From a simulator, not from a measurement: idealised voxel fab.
Herein follows the process module entitled voxel capacitor over wiring.
We display cut, a cross-section 255 nm in width whose square cells are each 5 nm.
Throughout this document, each cross-section is represented as a grid of square cells and is presented as a sequence of bands enumerated from the top downward, where a band comprises one or more rows of cells. Heads up on the band format: heights come first, top then bottom, in nm. After that it's the materials left to right, each with its width in nm. A single material flagged "all across" fills the whole band edge to edge, and "blank" means there's empty space there. Measure heights from 0. That's the level where, below it, the as-received wafer is all one material. The lowest band is bottomless and extends downward; write it as in "top 0, no bottom". Top row gets the first number, bottom row gets the second, and each row in between changes by the same step: that is how a band width like "30..40" works. You'll sometimes find "nothing different" written for a step, and that's the way of saying that nowhere in the cross-section did a cell change during that step. Empty spaces without an open route to the top, at least 8 cells in extent, make up the entry "Fully sealed cavities"; each is given as width x height at distance, where the distance is measured from the left edge, and all are in nm. It should be noted that, on the line of a given step, the content following the step's settings is a remark produced by the simulator itself with respect to that step. For masked steps, "overlay nm" on the step line gives how far right of plan the mask actually lay; a minus sign means it lay to the left.

Intended process steps:
1 RECEIVE | material Si
2 CONFORMAL_DEP | material SiO2 | thk nm 10
3 CONFORMAL_DEP | material SiN | thk nm 5
4 DIRECTIONAL_DEP | material SiO2 | thk nm 20
5 PATTERN | tone open | mask id METAL_1 | material resist | width nm 30 | pitch nm 80 | thk nm 15 | overlay nm 0
6 DIRECTIONAL_ETCH | etch materials SiO2 | depth nm 20
7 DIRECTIONAL_ETCH | etch materials SiN | depth nm 5
8 STRIP | etch materials resist
9 CONFORMAL_DEP | material TiN | thk nm 5
10 FILL_DEP | material Ru | thk nm 5
11 CMP | height nm 35
12 EPI | material Ru | thk nm 5
13 FILL_DEP | material SiCN | thk nm 5
14 DIRECTIONAL_DEP | material lowk | thk nm 10
15 PATTERN | tone open | mask id PLUG_1 | material resist | width nm 15 | thk nm 15 | overlay nm 0
16 DIRECTIONAL_ETCH | etch materials lowk | depth nm 10
17 DIRECTIONAL_ETCH | etch materials SiCN | depth nm 5
18 STRIP | etch materials resist
19 EPI | material Ru | thk nm 10
20 EPI | material Ru | thk nm 5
21 DIRECTIONAL_DEP | material TiN | thk nm 5
22 DIRECTIONAL_DEP | material SiN | thk nm 5
23 DIRECTIONAL_DEP | material TiN | thk nm 10
24 DIRECTIONAL_DEP | material aC | thk nm 10
25 PATTERN | tone cover | mask id UPPER_PLATE | material resist | width nm 55 | thk nm 25 | overlay nm 0
26 DIRECTIONAL_ETCH | etch materials aC | depth nm 10
27 STRIP | etch materials resist
28 DIRECTIONAL_ETCH | etch materials TiN | depth nm 10
29 DIRECTIONAL_ETCH | etch materials SiN | depth nm 5
30 STRIP | etch materials aC
31 PATTERN | tone cover | mask id LOWER_PLATE | material resist | width nm 65 | thk nm 20 | overlay nm 0
32 DIRECTIONAL_ETCH | etch materials TiN | depth nm 5
33 STRIP | etch materials resist
34 FILL_DEP | material SiO2 | thk nm 15
35 CMP | height nm 85
36 DIRECTIONAL_DEP | material aC | thk nm 10
37 PATTERN | tone open | mask id PLUG_2 | material resist | width nm 15 | thk nm 30 | overlay nm 0
38 DIRECTIONAL_ETCH | etch materials aC | depth nm 10
39 STRIP | etch materials resist
40 DIRECTIONAL_ETCH | etch materials SiO2 | depth nm 10
41 STRIP | etch materials aC
42 CONFORMAL_DEP | material TiN | thk nm 5
43 FILL_DEP | material Ru | thk nm 5
44 CMP | height nm 85
45 CONFORMAL_DEP | material SiN | thk nm 5

The first wafer of two, processed as planned:

Cross-section, incoming material, after step 1:
    top 0, no bottom = Si all across
    Fully sealed cavities: none

State of the wafer after step 2, shown in cross-section:
    top 10, bottom 0 = SiO2 all across
    For the remainder of the cross-section, below 0, there is no change.

State of the wafer after step 3, shown in cross-section:
    top 15, bottom 10 = SiN all across
    For the remainder of the cross-section, below 10, there is no change.

State of the wafer after step 4, shown in cross-section:
    top 35, bottom 15 = SiO2 all across
    For the remainder of the cross-section, below 15, there is no change.

State of the wafer after step 5, shown in cross-section:
    top 50, bottom 35 = resist=70, then blank=30, then resist=50, then blank=30, then resist=75
    For the remainder of the cross-section, below 35, there is no change.

State of the wafer after step 6, shown in cross-section:
    top 50, bottom 35 = resist=70, then blank=30, then resist=50, then blank=30, then resist=75
    top 35, bottom 15 = SiO2=70, then blank=30, then SiO2=50, then blank=30, then SiO2=75
    For the remainder of the cross-section, below 15, there is no change.

State of the wafer after step 7, shown in cross-section:
    top 50, bottom 35 = resist=70, then blank=30, then resist=50, then blank=30, then resist=75
    top 35, bottom 15 = SiO2=70, then blank=30, then SiO2=50, then blank=30, then SiO2=75
    top 15, bottom 10 = SiN=70, then blank=30, then SiN=50, then blank=30, then SiN=75
    For the remainder of the cross-section, below 10, there is no change.

State of the wafer after step 8, shown in cross-section:
    top 35, bottom 15 = SiO2=70, then blank=30, then SiO2=50, then blank=30, then SiO2=75
    For the remainder of the cross-section, below 15, there is no change.

State of the wafer after step 9, shown in cross-section:
    top 40, bottom 35 = TiN=75, then blank=20, then TiN=60, then blank=20, then TiN=80
    top 35, bottom 15 = SiO2=70, then TiN=5, then blank=20, then TiN=5, then SiO2=50, then TiN=5, then blank=20, then TiN=5, then SiO2=75
    top 15, bottom 10 = SiN=70, then TiN=30, then SiN=50, then TiN=30, then SiN=75
    For the remainder of the cross-section, below 10, there is no change.

State of the wafer after step 10, shown in cross-section:
    top 45, bottom 40 = Ru all across
    top 40, bottom 35 = TiN=75, then Ru=20, then TiN=60, then Ru=20, then TiN=80
    top 35, bottom 15 = SiO2=70, then TiN=5, then Ru=20, then TiN=5, then SiO2=50, then TiN=5, then Ru=20, then TiN=5, then SiO2=75
    For the remainder of the cross-section, below 15, there is no change.

State of the wafer after step 11, shown in cross-section:
    top 35, bottom 15 = SiO2=70, then TiN=5, then Ru=20, then TiN=5, then SiO2=50, then TiN=5, then Ru=20, then TiN=5, then SiO2=75
    For the remainder of the cross-section, below 15, there is no change.

State of the wafer after step 12, shown in cross-section:
    top 40, bottom 35 = blank=65, then Ru=40, then blank=40, then Ru=40, then blank=70
    For the remainder of the cross-section, below 35, there is no change.

State of the wafer after step 13, shown in cross-section:
    top 45, bottom 40 = SiCN all across
    top 40, bottom 35 = SiCN=65, then Ru=40, then SiCN=40, then Ru=40, then SiCN=70
    For the remainder of the cross-section, below 35, there is no change.

State of the wafer after step 14, shown in cross-section:
    top 55, bottom 45 = lowk all across
    For the remainder of the cross-section, below 45, there is no change.

State of the wafer after step 15, shown in cross-section:
    top 70, bottom 55 = resist=85, then blank=15, then resist=155
    For the remainder of the cross-section, below 55, there is no change.

State of the wafer after step 16, shown in cross-section:
    top 70, bottom 55 = resist=85, then blank=15, then resist=155
    top 55, bottom 45 = lowk=85, then blank=15, then lowk=155
    For the remainder of the cross-section, below 45, there is no change.

State of the wafer after step 17, shown in cross-section:
    top 70, bottom 55 = resist=85, then blank=15, then resist=155
    top 55, bottom 45 = lowk=85, then blank=15, then lowk=155
    top 45, bottom 40 = SiCN=85, then blank=15, then SiCN=155
    For the remainder of the cross-section, below 40, there is no change.

State of the wafer after step 18, shown in cross-section:
    top 55, bottom 45 = lowk=85, then blank=15, then lowk=155
    For the remainder of the cross-section, below 45, there is no change.

State of the wafer after step 19, shown in cross-section:
    top 55, bottom 50 = lowk=85, then blank=15, then lowk=155
    top 50, bottom 45 = lowk=85, then Ru=15, then lowk=155
    top 45, bottom 40 = SiCN=85, then Ru=15, then SiCN=155
    For the remainder of the cross-section, below 40, there is no change.

State of the wafer after step 20, shown in cross-section:
    top 55, bottom 45 = lowk=85, then Ru=15, then lowk=155
    For the remainder of the cross-section, below 45, there is no change.

State of the wafer after step 21, shown in cross-section:
    top 60, bottom 55 = TiN all across
    For the remainder of the cross-section, below 55, there is no change.

State of the wafer after step 22, shown in cross-section:
    top 65, bottom 60 = SiN all across
    For the remainder of the cross-section, below 60, there is no change.

State of the wafer after step 23, shown in cross-section:
    top 75, bottom 65 = TiN all across
    For the remainder of the cross-section, below 65, there is no change.

State of the wafer after step 24, shown in cross-section:
    top 85, bottom 75 = aC all across
    For the remainder of the cross-section, below 75, there is no change.

State of the wafer after step 25, shown in cross-section:
    top 110, bottom 85 = blank=85, then resist=55, then blank=115
    For the remainder of the cross-section, below 85, there is no change.

State of the wafer after step 26, shown in cross-section:
    top 100, bottom 85 = blank=85, then resist=55, then blank=115
    top 85, bottom 75 = blank=85, then aC=55, then blank=115
    For the remainder of the cross-section, below 75, there is no change.

State of the wafer after step 27, shown in cross-section:
    top 85, bottom 75 = blank=85, then aC=55, then blank=115
    For the remainder of the cross-section, below 75, there is no change.

State of the wafer after step 28, shown in cross-section:
    top 85, bottom 75 = blank=85, then aC=55, then blank=115
    top 75, bottom 65 = blank=85, then TiN=55, then blank=115
    For the remainder of the cross-section, below 65, there is no change.

State of the wafer after step 29, shown in cross-section:
    top 85, bottom 75 = blank=85, then aC=55, then blank=115
    top 75, bottom 65 = blank=85, then TiN=55, then blank=115
    top 65, bottom 60 = blank=85, then SiN=55, then blank=115
    For the remainder of the cross-section, below 60, there is no change.

State of the wafer after step 30, shown in cross-section:
    top 75, bottom 65 = blank=85, then TiN=55, then blank=115
    For the remainder of the cross-section, below 65, there is no change.

State of the wafer after step 31, shown in cross-section:
    top 95, bottom 75 = blank=80, then resist=65, then blank=110
    top 75, bottom 65 = blank=80, then resist=5, then TiN=55, then resist=5, then blank=110
    top 65, bottom 60 = blank=80, then resist=5, then SiN=55, then resist=5, then blank=110
    For the remainder of the cross-section, below 60, there is no change.

State of the wafer after step 32, shown in cross-section:
    top 95, bottom 75 = blank=80, then resist=65, then blank=110
    top 75, bottom 65 = blank=80, then resist=5, then TiN=55, then resist=5, then blank=110
    top 65, bottom 60 = blank=80, then resist=5, then SiN=55, then resist=5, then blank=110
    top 60, bottom 55 = blank=80, then TiN=65, then blank=110
    For the remainder of the cross-section, below 55, there is no change.

State of the wafer after step 33, shown in cross-section:
    top 75, bottom 65 = blank=85, then TiN=55, then blank=115
    top 65, bottom 60 = blank=85, then SiN=55, then blank=115
    For the remainder of the cross-section, below 60, there is no change.

State of the wafer after step 34, shown in cross-section:
    top 90, bottom 75 = SiO2 all across
    top 75, bottom 65 = SiO2=85, then TiN=55, then SiO2=115
    top 65, bottom 60 = SiO2=85, then SiN=55, then SiO2=115
    top 60, bottom 55 = SiO2=80, then TiN=65, then SiO2=110
    For the remainder of the cross-section, below 55, there is no change.

State of the wafer after step 35, shown in cross-section:
    top 85, bottom 75 = SiO2 all across
    For the remainder of the cross-section, below 75, there is no change.

State of the wafer after step 36, shown in cross-section:
    top 95, bottom 85 = aC all across
    For the remainder of the cross-section, below 85, there is no change.

State of the wafer after step 37, shown in cross-section:
    top 125, bottom 95 = resist=95, then blank=15, then resist=145
    For the remainder of the cross-section, below 95, there is no change.

State of the wafer after step 38, shown in cross-section:
    top 115, bottom 95 = resist=95, then blank=15, then resist=145
    top 95, bottom 85 = aC=95, then blank=15, then aC=145
    For the remainder of the cross-section, below 85, there is no change.

State of the wafer after step 39, shown in cross-section:
    top 95, bottom 85 = aC=95, then blank=15, then aC=145
    For the remainder of the cross-section, below 85, there is no change.

State of the wafer after step 40, shown in cross-section:
    top 95, bottom 85 = aC=95, then blank=15, then aC=145
    top 85, bottom 75 = SiO2=95, then blank=15, then SiO2=145
    For the remainder of the cross-section, below 75, there is no change.

State of the wafer after step 41, shown in cross-section:
    top 85, bottom 75 = SiO2=95, then blank=15, then SiO2=145
    For the remainder of the cross-section, below 75, there is no change.

State of the wafer after step 42, shown in cross-section:
    top 90, bottom 85 = TiN=100, then blank=5, then TiN=150
    top 85, bottom 80 = SiO2=95, then TiN=5, then blank=5, then TiN=5, then SiO2=145
    top 80, bottom 75 = SiO2=95, then TiN=15, then SiO2=145
    For the remainder of the cross-section, below 75, there is no change.

State of the wafer after step 43, shown in cross-section:
    top 95, bottom 90 = Ru all across
    top 90, bottom 85 = TiN=100, then Ru=5, then TiN=150
    top 85, bottom 80 = SiO2=95, then TiN=5, then Ru=5, then TiN=5, then SiO2=145
    For the remainder of the cross-section, below 80, there is no change.

State of the wafer after step 44, shown in cross-section:
    top 85, bottom 80 = SiO2=95, then TiN=5, then Ru=5, then TiN=5, then SiO2=145
    For the remainder of the cross-section, below 80, there is no change.

State of the wafer after step 45, shown in cross-section:
    top 90, bottom 85 = SiN all across
    For the remainder of the cross-section, below 85, there is no change.

Now the other wafer: same start, same recipe, but we messed up one thing when running it. Up to and including step 41 it's the same as the first one:

Cross-section of the second wafer at the time step 42 of the plan should have ended:
    top 90, bottom 85 = SiCN=100, then blank=5, then SiCN=150
    top 85, bottom 80 = SiO2=95, then SiCN=5, then blank=5, then SiCN=5, then SiO2=145
    top 80, bottom 75 = SiO2=95, then SiCN=15, then SiO2=145
    For the remainder of the cross-section, below 75, there is no change.

Cross-section of the second wafer at the time step 43 of the plan should have ended:
    top 95, bottom 90 = Ru all across
    top 90, bottom 85 = SiCN=100, then Ru=5, then SiCN=150
    top 85, bottom 80 = SiO2=95, then SiCN=5, then Ru=5, then SiCN=5, then SiO2=145
    For the remainder of the cross-section, below 80, there is no change.

Cross-section of the second wafer at the time step 44 of the plan should have ended:
    top 85, bottom 80 = SiO2=95, then SiCN=5, then Ru=5, then SiCN=5, then SiO2=145
    For the remainder of the cross-section, below 80, there is no change.

Cross-section of the second wafer at the time step 45 of the plan should have ended:
    top 90, bottom 85 = SiN all across
    For the remainder of the cross-section, below 85, there is no change.
It is concluded that the wafer was processed incorrectly with respect to the plan, in that step 42 changed vs plan, executed as CONFORMAL_DEP | material SiCN | thk nm 5
Count the cells at the end and the second wafer has more or fewer of some materials than the first: SiCN: 5 more; TiN: 5 fewer
